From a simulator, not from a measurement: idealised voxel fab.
Name of the process module below: voxel double patterning
The figure presents cross-section cut, which has a width of 270 nm and is divided into square cells with an edge length of 5 nm.
Cross-section, as written here: a square-cell grid given band by band from the top down, where a band holds one or more rows of cells. Quick guide to a band line: top height, bottom height (nm) up front; then every material left to right with its width in nm. Only one material and it's marked "all across"? Then it fills the band edge to edge. And "empty" just means empty space. The reference from which all heights are counted is 0, the level beneath which the as-received wafer is entirely one material; the lowest band, having no lower bound, proceeds downward and is written after the example "0 and below". With a width like "30..40", each row of cells in the band differs from the next by the same amount, the top row carrying the first number and the bottom row the second. Step note "nothing was modified" = no cross-section cell changed. Empty spaces without an open route to the top, at least 8 cells in extent, make up the entry "Trapped voids"; each is given as width x height at distance, where the distance is measured from the left edge, and all are in nm. On a step's line, text after the settings is the simulator commenting on that step. Steps that use a mask can have "overlay nm" on their line. It says how far the mask sat to the right of where it was meant to be. Negative means to the left.

## Planned process steps
1) op RECEIVE | material Si
2) op CONFORMAL_DEP | material SiN | thk nm 5
3) op DIRECTIONAL_DEP | material SiO2 | thk nm 15
4) op DIRECTIONAL_DEP | material SiCN | thk nm 5
5) op PATTERN | tone open | mask id FIRST | material resist | width nm 15 | pitch nm 50 | thk nm 20 | overlay nm 0
6) op DIRECTIONAL_ETCH | etch materials SiCN | depth nm 5
7) op STRIP | etch materials resist
8) op PATTERN | tone open | mask id SECOND | material resist | width nm 15 | thk nm 20 | overlay nm 0
9) op DIRECTIONAL_ETCH | etch materials SiCN | depth nm 5
10) op STRIP | etch materials resist
11) op DIRECTIONAL_ETCH | etch materials SiO2 | depth nm 15
12) op STRIP | etch materials SiCN

## First out of two wafers; run went to plan

## As received (post step 1): cross-section
  0 and below = Si all across
  Trapped voids: none

## Wafer after step 2 (cross-section)
  5 down to 0 = SiN all across
  Below 0 it's all the same as before, nothing changed down there.

## Wafer after step 3 (cross-section)
  20 down to 5 = SiO2 all across
  Below 5 it's all the same as before, nothing changed down there.

## Wafer after step 4 (cross-section)
  25 down to 20 = SiCN all across
  Below 20 it's all the same as before, nothing changed down there.

## Wafer after step 5 (cross-section)
  45 down to 25 = 100 of resist | 15 of empty | 35 of resist | 15 of empty | 105 of resist
  Below 25 it's all the same as before, nothing changed down there.

## Wafer after step 6 (cross-section)
  45 down to 25 = 100 of resist | 15 of empty | 35 of resist | 15 of empty | 105 of resist
  25 down to 20 = 100 of SiCN | 15 of empty | 35 of SiCN | 15 of empty | 105 of SiCN
  Below 20 it's all the same as before, nothing changed down there.

## Wafer after step 7 (cross-section)
  25 down to 20 = 100 of SiCN | 15 of empty | 35 of SiCN | 15 of empty | 105 of SiCN
  Below 20 it's all the same as before, nothing changed down there.

## Wafer after step 8 (cross-section)
  45 down to 25 = 125 of resist | 15 of empty | 130 of resist
  25 down to 20 = 100 of SiCN | 15 of resist | 35 of SiCN | 15 of resist | 105 of SiCN
  Below 20 it's all the same as before, nothing changed down there.

## Wafer after step 9 (cross-section)
  45 down to 25 = 125 of resist | 15 of empty | 130 of resist
  25 down to 20 = 100 of SiCN | 15 of resist | 10 of SiCN | 15 of empty | 10 of SiCN | 15 of resist | 105 of SiCN
  Below 20 it's all the same as before, nothing changed down there.

## Wafer after step 10 (cross-section)
  25 down to 20 = 100 of SiCN | 15 of empty | 10 of SiCN | 15 of empty | 10 of SiCN | 15 of empty | 105 of SiCN
  Below 20 it's all the same as before, nothing changed down there.

## Wafer after step 11 (cross-section)
  25 down to 20 = 100 of SiCN | 15 of empty | 10 of SiCN | 15 of empty | 10 of SiCN | 15 of empty | 105 of SiCN
  20 down to 5 = 100 of SiO2 | 15 of empty | 10 of SiO2 | 15 of empty | 10 of SiO2 | 15 of empty | 105 of SiO2
  Below 5 it's all the same as before, nothing changed down there.

## Wafer after step 12 (cross-section)
  20 down to 5 = 100 of SiO2 | 15 of empty | 10 of SiO2 | 15 of empty | 10 of SiO2 | 15 of empty | 105 of SiO2
  Below 5 it's all the same as before, nothing changed down there.

## Second Wafer (Identical Start and Plan, One Processing Error; Matches First Wafer Through Step 7)

## Cross-section of the second wafer when, according to plan, step 8 should have finished
  45 down to 25 = 135 of resist | 15 of empty | 120 of resist
  25 down to 20 = 100 of SiCN | 15 of resist | 35 of SiCN | 15 of resist | 105 of SiCN
  Below 20 it's all the same as before, nothing changed down there.

## Cross-section of the second wafer when, according to plan, step 9 should have finished
  45 down to 25 = 135 of resist | 15 of empty | 120 of resist
  25 down to 20 = 100 of SiCN | 15 of resist | 20 of SiCN | 15 of empty | 15 of resist | 105 of SiCN
  Below 20 it's all the same as before, nothing changed down there.

## Cross-section of the second wafer when, according to plan, step 10 should have finished
  25 down to 20 = 100 of SiCN | 15 of empty | 20 of SiCN | 30 of empty | 105 of SiCN
  Below 20 it's all the same as before, nothing changed down there.

## Cross-section of the second wafer when, according to plan, step 11 should have finished
  25 down to 20 = 100 of SiCN | 15 of empty | 20 of SiCN | 30 of empty | 105 of SiCN
  20 down to 5 = 100 of SiO2 | 15 of empty | 20 of SiO2 | 30 of empty | 105 of SiO2
  Below 5 it's all the same as before, nothing changed down there.

## Cross-section of the second wafer when, according to plan, step 12 should have finished
  20 down to 5 = 100 of SiO2 | 15 of empty | 20 of SiO2 | 30 of empty | 105 of SiO2
  Below 5 it's all the same as before, nothing changed down there.
The plan and the run diverged here: note that step 8 departed from the planned setting and was carried out as op PATTERN | tone open | mask id SECOND | material resist | width nm 15 | thk nm 20 | overlay nm 10
So at the finish, the second wafer's got exactly as many cells of each material as the first, just not in the same spots.
